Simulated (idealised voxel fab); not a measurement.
Process module in this document: voxel fin reveal
Square cell edge 5 nm, section width 160 nm, ID cut.
Cross-section spec: square-cell grid; bands listed top down; each band is one or more rows. Each band's line starts with the height of the band's top and of its bottom, in nm. Then come its materials from left to right, each with its width in nm. One material with "all across" fills the band from edge to edge. "blank" is empty space. The reference from which all heights are counted is 0, the level beneath which the as-received wafer is entirely one material; the lowest band, having no lower bound, proceeds downward and is written after the example "0 -> down". Top row gets the first number, bottom row gets the second, and each row in between changes by the same step: that is how a band width like "30->40" works. "remains unaltered", as given for a step, is the statement that not any cell of the cross-section underwent a change during that step. "Closed void roster": sealed empty spaces, 8 cells or more, no open way to top, listed width x height at distance, with distance from the left edge and width, height and distance in nm. Anything after a step's settings on that line? It's the simulator's own note about the step. Regarding "overlay nm": on a step with a mask, it is the distance the mask lay to the right of its planned place; a negative value places it to the left.

-- Here's what the planned process steps look like
1. RECEIVE (material Si)
2. CONFORMAL_DEP (material SiN; thk nm 10)
3. DIRECTIONAL_DEP (material aC; thk nm 15)
4. PATTERN (tone cover; mask id FINS; material resist; width nm 15; pitch nm 40; thk nm 35; overlay nm 0)
5. DIRECTIONAL_ETCH (etch materials aC; depth nm 15)
6. STRIP (etch materials resist)
7. DIRECTIONAL_ETCH (etch materials SiN; depth nm 10)
8. DIRECTIONAL_ETCH (etch materials Si; depth nm 30)
9. STRIP (etch materials aC)
10. FILL_DEP (material SiO2; thk nm 15)
11. CMP (height nm 10)
12. SELECTIVE_ETCH (etch materials SiO2; depth nm 25)
13. STRIP (etch materials SiN)
14. CONFORMAL_DEP (material HfO2; thk nm 5)

-- Cross-sectional view of the wafer in its as-received condition, corresponding to the state after step 1
    0 -> down  Si all across
    Closed void roster: none

-- End state of the module in cross-section, given the above starting point and plan and one mistake in execution
    5 -> 0  blank (35) / HfO2 (25) / blank (15) / HfO2 (25) / blank (15) / HfO2 (25) / blank (20)
    0 -> -10  blank (35) / HfO2 (5) / Si (15) / HfO2 (5) / blank (15) / HfO2 (5) / Si (15) / HfO2 (5) / blank (15) / HfO2 (5) / Si (15) / HfO2 (5) / blank (20)
    -10 -> -15  HfO2 (40) / Si (15) / HfO2 (25) / Si (15) / HfO2 (25) / Si (15) / HfO2 (25)
    -15 -> -30  SiO2 (40) / Si (15) / SiO2 (25) / Si (15) / SiO2 (25) / Si (15) / SiO2 (25)
    -30 -> down  Si all across
    Closed void roster: none
What went wrong in running the wafer? step 4 went in with a setting other than planned; the actual run was PATTERN (tone cover; mask id FINS; material resist; width nm 15; pitch nm 40; thk nm 35; overlay nm 10)
